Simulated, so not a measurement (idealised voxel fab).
The process module presented herein is designated voxel self aligned contacts.
Square cells of 5 nm make up the cross-section cut, whose width is 290 nm.
If you're reading a cross-section in this doc, picture square cells in a grid; it comes to you as bands, top ones listed first down to the bottom, and a band can be one or more rows of cells.
Top, bottom (nm), then materials left to right with widths (nm); lone material tagged "all across" fills the whole band edge to edge; "empty" = empty space.
Measure heights from 0. That's the level where, below it, the as-received wafer is all one material. The lowest band is bottomless and extends downward; write it as in "0 -> down".
Read "30->40" as a graded width: first number on top, second number at the bottom, same change between each pair of neighbouring rows.
Key: "nothing was modified" - step with no changed cell in the cross-section.
Any empty space of 8 cells or more lacking an open way to the top shows up in "Unvented cavities" as width x height at distance, distance from the left edge, in nm.
If you see something after the settings on a step's line, that's the simulator's own remark about that step.
Regarding "overlay nm": on a step with a mask, it is the distance the mask lay to the right of its planned place; a negative value places it to the left.
-- This section lists the process steps that were planned
- 1: RECEIVE | material Si
- 2: CONFORMAL_DEP | material SiO2 | thk nm 5
- 3: DIRECTIONAL_DEP | material polySi | thk nm 25
- 4: DIRECTIONAL_DEP | material SiN | thk nm 20
- 5: DIRECTIONAL_DEP | material aC | thk nm 10
- 6: PATTERN | tone cover | mask id GATE | material resist | width nm 35 | pitch nm 60 | thk nm 25 | overlay nm 0
- 7: DIRECTIONAL_ETCH | etch materials aC | depth nm 10
- 8: STRIP | etch materials resist
- 9: DIRECTIONAL_ETCH | etch materials SiN | depth nm 20
- 10: DIRECTIONAL_ETCH | etch materials polySi | depth nm 25
- 11: STRIP | etch materials aC
- 12: CONFORMAL_DEP | material SiN | thk nm 5
- 13: DIRECTIONAL_ETCH | etch materials SiN | depth nm 5
- 14: FILL_DEP | material SiO2 | thk nm 10
- 15: CMP | height nm 55
- 16: MASKED_ETCH | tone open | mask id CONTACT | width nm 35 | etch materials SiO2 | depth nm 55 | overlay nm 0
- 17: CONFORMAL_DEP | material TiN | thk nm 5
- 18: FILL_DEP | material W | thk nm 5
- 19: CMP | height nm 55
- 20: CONFORMAL_DEP | material SiN | thk nm 5
-- As received (post step 1): cross-section
* 0 -> down: Si all across
* Unvented cavities: none
-- Same starting wafer, same plan as above, one mistake in the execution; this is the cross-section at the end of the module
* 60 -> 55: SiN all across
* 55 -> 50: 125 nm SiO2; 20 nm TiN; 5 nm W; 10 nm TiN; 130 nm SiO2
* 50 -> 30: 95 nm SiO2; 45 nm SiN; 5 nm TiN; 5 nm W; 5 nm TiN; 45 nm SiN; 90 nm SiO2
* 30 -> 5: 95 nm SiO2; 5 nm SiN; 35 nm polySi; 5 nm SiN; 5 nm TiN; 5 nm W; 5 nm TiN; 5 nm SiN; 35 nm polySi; 5 nm SiN; 90 nm SiO2
* 5 -> 0: 140 nm SiO2; 15 nm TiN; 135 nm SiO2
* 0 -> down: Si all across
* Unvented cavities: none
Here's what went sideways: step 6 did not use the planned setting and instead ran as PATTERN | tone cover | mask id GATE | material resist | width nm 35 | pitch nm 60 | thk nm 25 | overlay nm 5
